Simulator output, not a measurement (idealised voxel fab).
Documented hereafter: the process module known as voxel capacitor over wiring.
Square cell edge 5 nm, section width 285 nm, ID cut.
Each cross-section below is a grid of square cells, stated as bands in top-down order, with one or more rows of cells making up each band.
Band: top height; bottom height; in nm. Then, left to right: material with width in nm, for each material. "throughout": a single material spanning edge to edge. "empty": empty space.
Height 0 is the level under which the wafer as received is all one material. The lowest band goes on downwards, as in "0 and below".
A width given as "30->40" starts at the first number in the band's top row and ends at the second number in its bottom row, shifting by an equal amount at every step from row to row.
"identical to before" for a step: no cell of the cross-section changed in that step.
Each empty space that has no open way to the top and spans at least 8 cells appears under "Non-vented voids" as width x height at distance, the distance counted from the left edge, all in nm.
The remark found on a step's line after its settings is issued by the simulator itself and pertains to that step.
Each step line may optionally specify "overlay nm", which for a step with a mask gives the rightward distance between the mask's planned place and where it lay, a negative value indicating the leftward direction.

Set out below are the planned steps of the process
1,op RECEIVE | material Si
2,op CONFORMAL_DEP | material SiO2 | thk nm 15
3,op DIRECTIONAL_DEP | material TiN | thk nm 5
4,op DIRECTIONAL_DEP | material W | thk nm 25
5,op MASKED_ETCH | tone cover | mask id METAL_1 | width nm 20 | pitch nm 85 | etch materials W | depth nm 25 | overlay nm 0
6,op MASKED_ETCH | tone cover | mask id METAL_1 | width nm 20 | pitch nm 85 | etch materials TiN | depth nm 5 | overlay nm 0
7,op CONFORMAL_DEP | material SiCN | thk nm 5
8,op FILL_DEP | material SiO2 | thk nm 5
9,op CMP | height nm 45
10,op CONFORMAL_DEP | material SiCN | thk nm 5
11,op DIRECTIONAL_DEP | material SiO2 | thk nm 15
12,op PATTERN | tone open | mask id PLUG_1 | material resist | width nm 15 | thk nm 20 | overlay nm 0
13,op DIRECTIONAL_ETCH | etch materials SiO2 | depth nm 15
14,op DIRECTIONAL_ETCH | etch materials SiCN | depth nm 5
15,op STRIP | etch materials resist
16,op EPI | material Ru | thk nm 10
17,op EPI | material Ru | thk nm 10
18,op DIRECTIONAL_DEP | material TiN | thk nm 5
19,op DIRECTIONAL_DEP | material SiN | thk nm 5
20,op DIRECTIONAL_DEP | material TiN | thk nm 5
21,op MASKED_ETCH | tone cover | mask id UPPER_PLATE | width nm 70 | etch materials TiN | depth nm 5 | overlay nm 0
22,op MASKED_ETCH | tone cover | mask id UPPER_PLATE | width nm 70 | etch materials SiN | depth nm 5 | overlay nm 0
23,op MASKED_ETCH | tone cover | mask id LOWER_PLATE | width nm 80 | etch materials TiN | depth nm 5 | overlay nm 0
24,op FILL_DEP | material SiO2 | thk nm 20
25,op CMP | height nm 95
26,op PATTERN | tone open | mask id PLUG_2 | material resist | width nm 15 | thk nm 15 | overlay nm 0
27,op DIRECTIONAL_ETCH | etch materials SiO2 | depth nm 15
28,op STRIP | etch materials resist
29,op CONFORMAL_DEP | material TiN | thk nm 5
30,op FILL_DEP | material Cu | thk nm 5
31,op CMP | height nm 95
32,op CONFORMAL_DEP | material SiN | thk nm 5

So this is the incoming wafer in cross-section - it's already been through step 1
* 0 and below  Si throughout
* Non-vented voids: none

First wafer of two, sectioned at end of module; run went per plan
* 100 down to 95  SiN throughout
* 95 down to 85  105 of SiO2 / 5 of TiN / 5 of Cu / 5 of TiN / 165 of SiO2
* 85 down to 75  105->95 of SiO2 / 15->70 of TiN / 165->120 of SiO2
* 75 down to 70  95 of SiO2 / 70 of SiN / 120 of SiO2
* 70 down to 65  90 of SiO2 / 80 of TiN / 115 of SiO2
* 65 down to 50  95 of SiO2 / 15 of Ru / 175 of SiO2
* 50 down to 45  95 of SiCN / 15 of Ru / 175 of SiCN
* 45 down to 20  85 of SiO2 / 5 of SiCN / 20 of W / 5 of SiCN / 55 of SiO2 / 5 of SiCN / 20 of W / 5 of SiCN / 85 of SiO2
* 20 down to 15  90 of SiCN / 20 of TiN / 65 of SiCN / 20 of TiN / 90 of SiCN
* 15 down to 0  SiO2 throughout
* 0 and below  Si throughout
* Non-vented voids: none

Cross-sectional image of the second wafer of the two following completion of the module. Starting state and process plan were the same as for the first wafer; one execution error occurred
* 100 down to 95  SiN throughout
* 95 down to 85  105 of SiO2 / 5 of TiN / 5 of Cu / 5 of TiN / 165 of SiO2
* 85 down to 75  105->95 of SiO2 / 15->70 of TiN / 165->120 of SiO2
* 75 down to 70  95 of SiO2 / 70 of SiN / 120 of SiO2
* 70 down to 65  90 of SiO2 / 80 of TiN / 115 of SiO2
* 65 down to 50  95 of SiO2 / 15 of Ru / 175 of SiO2
* 50 down to 45  95 of SiCN / 15 of Ru / 175 of SiCN
* 45 down to 25  85 of SiO2 / 5 of SiCN / 20 of W / 5 of SiCN / 55 of SiO2 / 5 of SiCN / 20 of W / 5 of SiCN / 85 of SiO2
* 25 down to 20  90 of SiCN / 20 of W / 65 of SiCN / 20 of W / 90 of SiCN
* 20 down to 5  SiO2 throughout
* 5 down to 0  TiN throughout
* 0 and below  Si throughout
* Non-vented voids: none
Want to know what went wrong? the processing plan was not followed for steps 2 and 3, which were run with their positions exchanged
At the finish, the second wafer shows more or fewer cells for some materials than the first does: 4 fewer of SiCN, 45 fewer of SiO2, 49 more of TiN
